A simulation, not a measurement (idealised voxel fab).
Title: Process Module voxel tone inversion
The cross-section shown here is cut; it is 270 nm wide and divided into square cells measuring 5 nm on a side.
If you're reading a cross-section in this doc, picture square cells in a grid; it comes to you as bands, top ones listed first down to the bottom, and a band can be one or more rows of cells. Top height, bottom height, nm. Materials left to right, width each, nm. Single material + "edge to edge" = fills band edge to edge. "air" = empty. Measure heights from 0. That's the level where, below it, the as-received wafer is all one material. The lowest band is bottomless and extends downward; write it as in "top 0, no bottom". Width: "30->40" (first number = top row, second number = bottom row, same change from row to row of cells). It should be understood that the words "no alteration", when stated for a given step, signify that the cross-section underwent no change in any of its cells during that step. "Enclosed void inventory" means: voids of 8 cells or more that are shut off from the top with no open way through. Written width x height at distance, distance from the left edge, in nm. after a step's settings: what the simulator itself notes on the step. "overlay nm" denotes, for a step that has a mask, the displacement of the mask to the right of its planned place, with negative values corresponding to the left.

THE PROCESS STEPS THAT WERE PLANNED ARE LISTED BELOW
step 1: RECEIVE, material Si
step 2: CONFORMAL_DEP, material SiCN, thk nm 5
step 3: DIRECTIONAL_DEP, material aC, thk nm 20
step 4: PATTERN, tone cover, mask id POSTS, material resist, width nm 15, pitch nm 50, thk nm 30, overlay nm 0
step 5: DIRECTIONAL_ETCH, etch materials aC, depth nm 20
step 6: STRIP, etch materials resist
step 7: FILL_DEP, material lowk, thk nm 5
step 8: CMP, height nm 25
step 9: STRIP, etch materials aC
step 10: CONFORMAL_DEP, material TiN, thk nm 5
step 11: FILL_DEP, material Ru, thk nm 5
step 12: CMP, height nm 25
step 13: CONFORMAL_DEP, material SiN, thk nm 5
varied across the wafers: width nm of step 4. The plan shows the first wafer's value. All wafers start alike

THE AS-RECEIVED CROSS-SECTION OF THE FIRST OF SEVERAL WAFERS CORRESPONDS TO THE STATE AFTER STEP 1
> top 0, no bottom  Si edge to edge
> Enclosed void inventory: none

CROSS-SECTION OF THE FIRST OF SEVERAL WAFERS ONCE THE MODULE HAS RUN THROUGH ITS LAST STEP, STEP 13
> top 30, bottom 25  SiN edge to edge
> top 25, bottom 10  105 of lowk; 5 of TiN; 5 of Ru; 5 of TiN; 35 of lowk; 5 of TiN; 5 of Ru; 5 of TiN; 100 of lowk
> top 10, bottom 5  105 of lowk; 15 of TiN; 35 of lowk; 15 of TiN; 100 of lowk
> top 5, bottom 0  SiCN edge to edge
> top 0, no bottom  Si edge to edge
> Enclosed void inventory: none

LAST WAFER OF THE SET, CROSS-SECTIONED AT END OF MODULE
> top 30, bottom 25  SiN edge to edge
> top 25, bottom 10  95 of lowk; 5 of TiN; 25 of Ru; 5 of TiN; 15 of lowk; 5 of TiN; 25 of Ru; 5 of TiN; 90 of lowk
> top 10, bottom 5  95 of lowk; 35 of TiN; 15 of lowk; 35 of TiN; 90 of lowk
> top 5, bottom 0  SiCN edge to edge
> top 0, no bottom  Si edge to edge
> Enclosed void inventory: none

ROW PER WAFER, END-OF-MODULE: CELL GAIN (+)/LOSS (-) BY MATERIAL SINCE THE WAFER CAME IN, THEN CLOSED VOIDS
width nm 15, +6 Ru, +54 SiCN, +54 SiN, +18 TiN, +192 lowk, Enclosed void inventory: none
width nm 20, +12 Ru, +54 SiCN, +54 SiN, +20 TiN, +184 lowk, Enclosed void inventory: none
width nm 25, +18 Ru, +54 SiCN, +54 SiN, +22 TiN, +176 lowk, Enclosed void inventory: none
width nm 30, +24 Ru, +54 SiCN, +54 SiN, +24 TiN, +168 lowk, Enclosed void inventory: none
width nm 35, +30 Ru, +54 SiCN, +54 SiN, +26 TiN, +160 lowk, Enclosed void inventory: none
